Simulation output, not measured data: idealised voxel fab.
Process module, titled voxel lift off
The cross-section on display is named cut; it measures 205 nm wide, and its cells are 5 nm squares.
A cross-section is a grid of square cells, given in bands from the top down. A band is one or more rows of cells. The entry gives the band's vertical extent as a top height and a bottom height in nm, then its horizontal make-up as materials from left to right, each with a width in nm. "empty" stands for empty space; a single material marked "throughout" fills the band edge to edge. We count height from 0. Below that, the starting wafer is all one material. The lowest band never ends at the bottom but goes on down; see "from 0 down" for how that is written. The two numbers in a width such as "30->40" mark its ends across the band: the first belongs to the top row of cells, the second to the bottom row, and from each row to the next the width moves by the same amount. You'll sometimes find "no alteration" written for a step, and that's the way of saying that nowhere in the cross-section did a cell change during that step. "Closed voids list" lists enclosed empty spaces (at least 8 cells, no open path upward to the top), each as width x height at distance from the left edge, in nm. It should be noted that, on the line of a given step, the content following the step's settings is a remark produced by the simulator itself with respect to that step. Regarding "overlay nm": on a step with a mask, it is the distance the mask lay to the right of its planned place; a negative value places it to the left.

## Below is the list of planned process steps
1: RECEIVE: material Si
2: CONFORMAL_DEP: material SiN, thk nm 15
3: PATTERN: tone open, mask id LINES, material resist, width nm 15, pitch nm 40, thk nm 25, overlay nm 0
4: DIRECTIONAL_DEP: material Ru, thk nm 15
5: STRIP: etch materials resist
6: CONFORMAL_DEP: material SiN, thk nm 10

## What follows covers the first of two wafers; it ran as planned

## as received, after step 1
> from 0 down  Si throughout
> Closed voids list: none

## After step 2, in cross-section
> from 15 to 0  SiN throughout
> No changes below 0.

## After step 3, in cross-section
> from 40 to 15  resist 55 nm  empty 15 nm  resist 25 nm  empty 15 nm  resist 25 nm  empty 15 nm  resist 55 nm
> No changes below 15.

## After step 4, in cross-section
> from 55 to 40  Ru 55 nm  empty 15 nm  Ru 25 nm  empty 15 nm  Ru 25 nm  empty 15 nm  Ru 55 nm
> from 40 to 30  resist 55 nm  empty 15 nm  resist 25 nm  empty 15 nm  resist 25 nm  empty 15 nm  resist 55 nm
> from 30 to 15  resist 55 nm  Ru 15 nm  resist 25 nm  Ru 15 nm  resist 25 nm  Ru 15 nm  resist 55 nm
> No changes below 15.

## After step 5, in cross-section
> from 30 to 15  empty 55 nm  Ru 15 nm  empty 25 nm  Ru 15 nm  empty 25 nm  Ru 15 nm  empty 55 nm
> No changes below 15.

## After step 6, in cross-section
> from 40 to 30  empty 45 nm  SiN 35 nm  empty 5 nm  SiN 35 nm  empty 5 nm  SiN 35 nm  empty 45 nm
> from 30 to 25  empty 45 nm  SiN 10 nm  Ru 15 nm  SiN 10 nm  empty 5 nm  SiN 10 nm  Ru 15 nm  SiN 10 nm  empty 5 nm  SiN 10 nm  Ru 15 nm  SiN 10 nm  empty 45 nm
> from 25 to 15  SiN 55 nm  Ru 15 nm  SiN 25 nm  Ru 15 nm  SiN 25 nm  Ru 15 nm  SiN 55 nm
> No changes below 15.

## The Second Wafer: Common Origin and Plan, One Mistake in Execution, Identical to the First Through Step 1

## Second wafer cross-section, taken as of the time the plan sets for step 2 to be done
> from 30 to 0  SiN throughout
> No changes below 0.

## Second wafer cross-section, taken as of the time the plan sets for step 3 to be done
> from 55 to 30  resist 55 nm  empty 15 nm  resist 25 nm  empty 15 nm  resist 25 nm  empty 15 nm  resist 55 nm
> No changes below 30.

## Second wafer cross-section, taken as of the time the plan sets for step 4 to be done
> from 70 to 55  Ru 55 nm  empty 15 nm  Ru 25 nm  empty 15 nm  Ru 25 nm  empty 15 nm  Ru 55 nm
> from 55 to 45  resist 55 nm  empty 15 nm  resist 25 nm  empty 15 nm  resist 25 nm  empty 15 nm  resist 55 nm
> from 45 to 30  resist 55 nm  Ru 15 nm  resist 25 nm  Ru 15 nm  resist 25 nm  Ru 15 nm  resist 55 nm
> No changes below 30.

## Second wafer cross-section, taken as of the time the plan sets for step 5 to be done
> from 45 to 30  empty 55 nm  Ru 15 nm  empty 25 nm  Ru 15 nm  empty 25 nm  Ru 15 nm  empty 55 nm
> No changes below 30.

## Second wafer cross-section, taken as of the time the plan sets for step 6 to be done
> from 55 to 45  empty 45 nm  SiN 35 nm  empty 5 nm  SiN 35 nm  empty 5 nm  SiN 35 nm  empty 45 nm
> from 45 to 40  empty 45 nm  SiN 10 nm  Ru 15 nm  SiN 10 nm  empty 5 nm  SiN 10 nm  Ru 15 nm  SiN 10 nm  empty 5 nm  SiN 10 nm  Ru 15 nm  SiN 10 nm  empty 45 nm
> from 40 to 30  SiN 55 nm  Ru 15 nm  SiN 25 nm  Ru 15 nm  SiN 25 nm  Ru 15 nm  SiN 55 nm
> No changes below 30.
It is concluded that the wafer was processed incorrectly with respect to the plan, in that step 2 of the plan was carried out twice
Once processing is complete, comparing cell counts shows that the second wafer has more or fewer of certain materials than the first: SiN: 123 more
